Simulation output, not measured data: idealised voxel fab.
process module | voxel fin reveal
cross-section cut | 210 nm wide | cells 5 nm
A cross-section is a grid of square cells, given in bands from the top down. A band is one or more rows of cells.
Each band's line starts with the height of the band's top and of its bottom, in nm. Then come its materials from left to right, each with its width in nm. One material with "throughout" fills the band from edge to edge. "air" is empty space.
Height 0 is the level under which the wafer as received is all one material. The lowest band goes on downwards, as in "0 down".
A width such as "30 to 40" changes by the same amount from each row of cells to the next, from the band's top row to its bottom row.
"no change" after a step means that no cell of the cross-section changed.
closed voids: empty space of 8 cells or more with no open way to the top, each as width x height at its distance from the left edge, in nm
after a step's settings: what the simulator itself notes on the step
overlay nm, on a step with a mask: how far to the right of its planned place the mask lay; to the left if negative
plan
1 op RECEIVE | material Si
2 op CONFORMAL_DEP | material SiN | thk nm 10
3 op DIRECTIONAL_DEP | material aC | thk nm 15
4 op PATTERN | tone cover | mask id FINS | material resist | width nm 15 | pitch nm 40 | thk nm 30 | overlay nm 0
5 op DIRECTIONAL_ETCH | etch materials aC | depth nm 15
6 op STRIP | etch materials resist
7 op DIRECTIONAL_ETCH | etch materials SiN | depth nm 10
8 op DIRECTIONAL_ETCH | etch materials Si | depth nm 30
9 op STRIP | etch materials aC
10 op FILL_DEP | material SiO2 | thk nm 15
11 op CMP | height nm 10
12 op SELECTIVE_ETCH | etch materials SiO2 | depth nm 30
13 op STRIP | etch materials SiN
14 op CONFORMAL_DEP | material HfO2 | thk nm 5
as received, after step 1
  0 down: Si throughout
  closed voids: none
a wafer at the end: this start, this plan, one mistake
  5 to 0: HfO2 80 | air 5 | HfO2 35 | air 5 | HfO2 85
  0 to -15: Si 75 | HfO2 5 | air 5 | HfO2 5 | Si 25 | HfO2 5 | air 5 | HfO2 5 | Si 80
  -15 to -20: Si 75 | HfO2 15 | Si 25 | HfO2 15 | Si 80
  -20 to -30: Si 75 | SiO2 15 | Si 25 | SiO2 15 | Si 80
  -30 down: Si throughout
  closed voids: none
what went wrong: step 4 ran as: op PATTERN | tone open | mask id FINS | material resist | width nm 15 | pitch nm 40 | thk nm 30 | overlay nm 0
